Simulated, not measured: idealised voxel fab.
The document below concerns the process module designated voxel air gaps.
175 nm wide, 5 nm square cells: that's cross-section cut.
Cross-section, as written here: a square-cell grid given band by band from the top down, where a band holds one or more rows of cells.
Top, bottom (nm), then materials left to right with widths (nm); lone material tagged "edge to edge" fills the whole band edge to edge; "air" = empty space.
Heights are reckoned from 0. Under this level, the received wafer is all of one material. The bottommost band is open-ended downward, for example "top 0, no bottom".
The two numbers in a width such as "30->40" mark its ends across the band: the first belongs to the top row of cells, the second to the bottom row, and from each row to the next the width moves by the same amount.
Given "no modifications" for a step, no cell of the cross-section differs between before and after that step.
Any empty space of 8 cells or more lacking an open way to the top shows up in "Closed void inventory" as width x height at distance, distance from the left edge, in nm.
Past the settings on a step's line: simulator remark, on that step.
"overlay nm" denotes, for a step that has a mask, the displacement of the mask to the right of its planned place, with negative values corresponding to the left.

So here's the lineup of process steps we planned:
| 1 | RECEIVE [material Si] |
| 2 | CONFORMAL_DEP [material SiO2] [thk nm 15] |
| 3 | CONFORMAL_DEP [material SiN] [thk nm 5] |
| 4 | DIRECTIONAL_DEP [material SiO2] [thk nm 35] |
| 5 | MASKED_ETCH [tone open] [mask id LINES] [width nm 15] [pitch nm 40] [etch materials SiO2] [depth nm 35] [overlay nm 0] |
| 6 | CONFORMAL_DEP [material TiN] [thk nm 5] |
| 7 | FILL_DEP [material Cu] [thk nm 10] |
| 8 | CMP [height nm 55] |
| 9 | EPI [material Ru] [thk nm 10] |
| 10 | SELECTIVE_ETCH [etch materials SiO2] [depth nm 45] |
| 11 | CONFORMAL_DEP [material SiCN] [thk nm 5] |

So this is the incoming wafer in cross-section - it's already been through step 1:
	top 0, no bottom  Si edge to edge
	Closed void inventory: none

Cross-section taken at module completion on the first of two wafers; processed per the plan:
	top 70, bottom 65  air 5; SiCN 165; air 5
	top 65, bottom 55  air 5; SiCN 5; Ru 35; SiCN 5; Ru 35; SiCN 5; Ru 35; SiCN 5; Ru 35; SiCN 5; air 5
	top 55, bottom 50  air 5; SiCN 15; TiN 5; Cu 5; TiN 5; SiCN 25; TiN 5; Cu 5; TiN 5; SiCN 25; TiN 5; Cu 5; TiN 5; SiCN 25; TiN 5; Cu 5; TiN 5; SiCN 15; air 5
	top 50, bottom 25  air 15; SiCN 5; TiN 5; Cu 5; TiN 5; SiCN 5; air 15; SiCN 5; TiN 5; Cu 5; TiN 5; SiCN 5; air 15; SiCN 5; TiN 5; Cu 5; TiN 5; SiCN 5; air 15; SiCN 5; TiN 5; Cu 5; TiN 5; SiCN 5; air 15
	top 25, bottom 20  SiCN 20; TiN 15; SiCN 25; TiN 15; SiCN 25; TiN 15; SiCN 25; TiN 15; SiCN 20
	top 20, bottom 15  SiN edge to edge
	top 15, bottom 0  SiO2 edge to edge
	top 0, no bottom  Si edge to edge
	Closed void inventory: 15 x 25 at 40; 15 x 25 at 80; 15 x 25 at 120

Cross-section of the latter of the two wafers at module completion. It had an identical start and an identical plan to the former; in running it, one mistake was made:
	top 70, bottom 65  SiCN edge to edge
	top 65, bottom 55  Ru edge to edge
	top 55, bottom 50  TiN 25; Cu 5; TiN 35; Cu 5; TiN 35; Cu 5; TiN 35; Cu 5; TiN 25
	top 50, bottom 20  SiO2 20; TiN 5; Cu 5; TiN 5; SiO2 25; TiN 5; Cu 5; TiN 5; SiO2 25; TiN 5; Cu 5; TiN 5; SiO2 25; TiN 5; Cu 5; TiN 5; SiO2 20
	top 20, bottom 15  SiO2 20; TiN 15; SiO2 25; TiN 15; SiO2 25; TiN 15; SiO2 25; TiN 15; SiO2 20
	top 15, bottom 0  SiO2 edge to edge
	top 0, no bottom  Si edge to edge
	Closed void inventory: none
Finding, execution versus plan: heads up, step 3 of the plan was skipped and never actually ran
Count the cells at the end and the second wafer has more or fewer of some materials than the first: Cu: 4 more, Ru: 14 more, SiCN: 92 fewer, SiN: 35 fewer, SiO2: 161 more, TiN: 31 more
Note - end result: 3 closed voids (first wafer), 0 closed voids (second wafer).
